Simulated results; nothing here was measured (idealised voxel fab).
Module name: voxel transistor to metal (process module)
For reference, the cross-section in this document is cut, with width 140 nm and square cells of 5 nm.
We lay out every cross-section as a grid of square cells and spell it out in bands from the top down, where one band means one or more rows of cells.
The entry gives the band's vertical extent as a top height and a bottom height in nm, then its horizontal make-up as materials from left to right, each with a width in nm. "air" stands for empty space; a single material marked "all across" fills the band edge to edge.
Heights are measured from 0, the level below which the as-received wafer is all one material; the lowest band has no bottom and continues downward, written as in "from 0 down".
The two numbers in a width such as "30..40" mark its ends across the band: the first belongs to the top row of cells, the second to the bottom row, and from each row to the next the width moves by the same amount.
For the purposes of this document, the phrase "nothing changed" attached to a step denotes that no cell within the cross-section was modified by that step.
Fully sealed voids: empty space of 8 cells or more with no open way to the top, each as width x height at its distance from the left edge, in nm
Note: text after step settings on the step line = simulator remark on that step.
overlay nm: step with mask; distance mask lay right of planned place; negative value = left of planned place.

INTENDED PROCESS STEPS
1) RECEIVE (material Si)
2) CONFORMAL_DEP (material SiO2; thk nm 5)
3) CONFORMAL_DEP (material SiN; thk nm 10)
4) MASKED_ETCH (tone cover; mask id ACTIVE; width nm 110; etch materials SiN; depth nm 10; overlay nm 0)
5) MASKED_ETCH (tone cover; mask id ACTIVE; width nm 110; etch materials SiO2; depth nm 5; overlay nm 0)
6) MASKED_ETCH (tone cover; mask id ACTIVE; width nm 110; etch materials Si; depth nm 25; overlay nm 0)
7) FILL_DEP (material SiO2; thk nm 10)
8) CMP (height nm 15)
9) SELECTIVE_ETCH (etch materials SiO2; depth nm 5)
10) STRIP (etch materials SiN)
11) SELECTIVE_ETCH (etch materials SiO2; depth nm 5)
12) OXIDIZE (depth nm 5)
13) DIRECTIONAL_DEP (material polySi; thk nm 20)
14) DIRECTIONAL_DEP (material SiCN; thk nm 15)
15) PATTERN (tone cover; mask id GATE; material resist; width nm 20; thk nm 15; overlay nm 0)
16) DIRECTIONAL_ETCH (etch materials SiCN; depth nm 25)
17) DIRECTIONAL_ETCH (etch materials polySi; depth nm 30)
18) STRIP (etch materials resist)
19) CONFORMAL_DEP (material SiN; thk nm 5)
20) DIRECTIONAL_ETCH (etch materials SiN; depth nm 5)
21) DIRECTIONAL_ETCH (etch materials SiO2; depth nm 5)
22) DIRECTIONAL_ETCH (etch materials Si; depth nm 5)
23) EPI (material pSi; thk nm 5)
24) FILL_DEP (material SiO2; thk nm 10)
25) CMP (height nm 35)
26) DIRECTIONAL_DEP (material SiO2; thk nm 10)
27) DIRECTIONAL_DEP (material aC; thk nm 15)
28) PATTERN (tone open; mask id CONTACT; material resist; width nm 30; pitch nm 60; thk nm 35; overlay nm 0)
29) DIRECTIONAL_ETCH (etch materials aC; depth nm 15)
30) STRIP (etch materials resist)
31) DIRECTIONAL_ETCH (etch materials SiO2; depth nm 50)
32) STRIP (etch materials aC)
33) CONFORMAL_DEP (material TiN; thk nm 5)
34) FILL_DEP (material W; thk nm 5)
35) CMP (height nm 45)
36) DIRECTIONAL_DEP (material TiN; thk nm 5)
37) DIRECTIONAL_DEP (material W; thk nm 20)
38) MASKED_ETCH (tone cover; mask id METAL_1; width nm 15; pitch nm 75; etch materials W; depth nm 20; overlay nm 0)
39) MASKED_ETCH (tone cover; mask id METAL_1; width nm 15; pitch nm 75; etch materials TiN; depth nm 5; overlay nm 0)
40) CONFORMAL_DEP (material SiN; thk nm 5)
41) FILL_DEP (material SiO2; thk nm 5)
42) CMP (height nm 70)
43) CONFORMAL_DEP (material SiCN; thk nm 5)
The wafers are alike at the start. At step 2, their thk nm differs. The plan lists the first wafer's value.

RECEIVED WAFERS, FIRST OF SEVERAL: CROSS-SECTION AFTER STEP 1
* from 0 down = Si all across
* Fully sealed voids: none

TAKE A LOOK AT THE FIRST OF SEVERAL WAFERS IN CROSS-SECTION: THE MODULE IS DONE, AND STEP 43 WAS ITS LAST STEP
* from 75 to 70 = SiCN all across
* from 70 to 50 = 20 nm SiO2; 5 nm SiN; 15 nm W; 5 nm SiN; 50 nm SiO2; 5 nm SiN; 15 nm W; 5 nm SiN; 20 nm SiO2
* from 50 to 45 = 25 nm SiN; 15 nm TiN; 60 nm SiN; 15 nm TiN; 25 nm SiN
* from 45 to 35 = 25 nm SiO2; 5 nm TiN; 20 nm W; 5 nm TiN; 30 nm SiO2; 5 nm TiN; 20 nm W; 5 nm TiN; 25 nm SiO2
* from 35 to 20 = 25 nm SiO2; 5 nm TiN; 20 nm W; 5 nm TiN; 5 nm SiN; 20 nm SiCN; 5 nm SiN; 5 nm TiN; 20 nm W; 5 nm TiN; 25 nm SiO2
* from 20 to 5 = 25 nm SiO2; 5 nm TiN; 20 nm W; 5 nm TiN; 5 nm SiN; 20 nm polySi; 5 nm SiN; 5 nm TiN; 20 nm W; 5 nm TiN; 25 nm SiO2
* from 5 to 0 = 10 nm SiO2; 5 nm SiN; 10 nm SiO2; 5 nm TiN; 15 nm W; 10 nm TiN; 5 nm SiN; 20 nm polySi; 5 nm SiN; 10 nm TiN; 15 nm W; 5 nm TiN; 10 nm SiO2; 5 nm SiN; 10 nm SiO2
* from 0 to -5 = 25 nm SiO2; 25 nm TiN; 5 nm pSi; 30 nm SiO2; 5 nm pSi; 25 nm TiN; 25 nm SiO2
* from -5 to -10 = 15 nm SiO2; 40 nm pSi; 30 nm Si; 40 nm pSi; 15 nm SiO2
* from -10 to -25 = 15 nm SiO2; 110 nm Si; 15 nm SiO2
* from -25 down = Si all across
* Fully sealed voids: none

CROSS-SECTIONAL VIEW OF THE FINAL WAFER OF SEVERAL AT THE MODULE'S END
* from 75 to 70 = SiCN all across
* from 70 to 50 = 20 nm SiO2; 5 nm SiN; 15 nm W; 5 nm SiN; 50 nm SiO2; 5 nm SiN; 15 nm W; 5 nm SiN; 20 nm SiO2
* from 50 to 45 = 25 nm SiN; 15 nm TiN; 60 nm SiN; 15 nm TiN; 25 nm SiN
* from 45 to 35 = 25 nm SiO2; 5 nm TiN; 20 nm W; 5 nm TiN; 30 nm SiO2; 5 nm TiN; 20 nm W; 5 nm TiN; 25 nm SiO2
* from 35 to 25 = 25 nm SiO2; 5 nm TiN; 20 nm W; 5 nm TiN; 5 nm SiN; 20 nm SiCN; 5 nm SiN; 5 nm TiN; 20 nm W; 5 nm TiN; 25 nm SiO2
* from 25 to 10 = 25 nm SiO2; 5 nm TiN; 20 nm W; 5 nm TiN; 5 nm SiN; 20 nm polySi; 5 nm SiN; 5 nm TiN; 20 nm W; 5 nm TiN; 25 nm SiO2
* from 10 to 5 = 25 nm SiO2; 5 nm TiN; 15 nm W; 10 nm TiN; 5 nm SiN; 20 nm polySi; 5 nm SiN; 10 nm TiN; 15 nm W; 5 nm TiN; 25 nm SiO2
* from 5 to 0 = 25 nm SiO2; 25 nm TiN; 5 nm pSi; 30 nm SiO2; 5 nm pSi; 25 nm TiN; 25 nm SiO2
* from 0 to -5 = 55 nm pSi; 30 nm Si; 55 nm pSi
* from -5 down = Si all across
* Fully sealed voids: none

ROW PER WAFER, END-OF-MODULE: CELL GAIN (+)/LOSS (-) BY MATERIAL SINCE THE WAFER CAME IN, THEN CLOSED VOIDS
thk nm 5, -68 Si, +40 SiCN, +54 SiN, +212 SiO2, +54 TiN, +94 W, +18 pSi, +16 polySi, Fully sealed voids: none
thk nm 10, -22 Si, +36 SiCN, +50 SiN, +180 SiO2, +50 TiN, +86 W, +24 pSi, +16 polySi, Fully sealed voids: none
thk nm 15, -22 Si, +36 SiCN, +50 SiN, +180 SiO2, +50 TiN, +86 W, +24 pSi, +16 polySi, Fully sealed voids: none
thk nm 20, -22 Si, +36 SiCN, +50 SiN, +180 SiO2, +50 TiN, +86 W, +24 pSi, +16 polySi, Fully sealed voids: none
